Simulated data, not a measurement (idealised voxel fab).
process module | voxel trench capacitor
cross-section cut | 290 nm wide | cells 5 nm
A cross-section is a grid of square cells, given in bands from the top down. A band is one or more rows of cells.
Each band's line starts with the height of the band's top and of its bottom, in nm. Then come its materials from left to right, each with its width in nm. One material with "throughout" fills the band from edge to edge. "air" is empty space.
Height 0 is the level under which the wafer as received is all one material. The lowest band goes on downwards, as in "0 down".
A width such as "30 to 40" changes by the same amount from each row of cells to the next, from the band's top row to its bottom row.
"no change" after a step means that no cell of the cross-section changed.
closed voids: empty space of 8 cells or more with no open way to the top, each as width x height at its distance from the left edge, in nm
after a step's settings: what the simulator itself notes on the step
overlay nm, on a step with a mask: how far to the right of its planned place the mask lay; to the left if negative
plan
1 op RECEIVE | material Si
2 op CONFORMAL_DEP | material SiN | thk nm 10
3 op PATTERN | tone open | mask id TRENCH | material resist | width nm 15 | pitch nm 35 | thk nm 15 | overlay nm 0
4 op DIRECTIONAL_ETCH | etch materials SiN | depth nm 10
5 op DIRECTIONAL_ETCH | etch materials Si | depth nm 25
6 op STRIP | etch materials resist
7 op CONFORMAL_DEP | material Al2O3 | thk nm 5
8 op FILL_DEP | material polySi | thk nm 10
9 op CMP | height nm 10
as received, after step 1
  0 down: Si throughout
  closed voids: none
a wafer at the end: this start, this plan, one mistake
  25 to 15: polySi throughout
  15 to 10: Al2O3 105 | polySi 5 | Al2O3 30 | polySi 5 | Al2O3 30 | polySi 5 | Al2O3 110
  10 to 0: SiN 100 | Al2O3 5 | polySi 5 | Al2O3 5 | SiN 20 | Al2O3 5 | polySi 5 | Al2O3 5 | SiN 20 | Al2O3 5 | polySi 5 | Al2O3 5 | SiN 105
  0 to -20: Si 100 | Al2O3 5 | polySi 5 | Al2O3 5 | Si 20 | Al2O3 5 | polySi 5 | Al2O3 5 | Si 20 | Al2O3 5 | polySi 5 | Al2O3 5 | Si 105
  -20 to -25: Si 100 | Al2O3 15 | Si 20 | Al2O3 15 | Si 20 | Al2O3 15 | Si 105
  -25 down: Si throughout
  closed voids: none
what went wrong: step 9 was left out
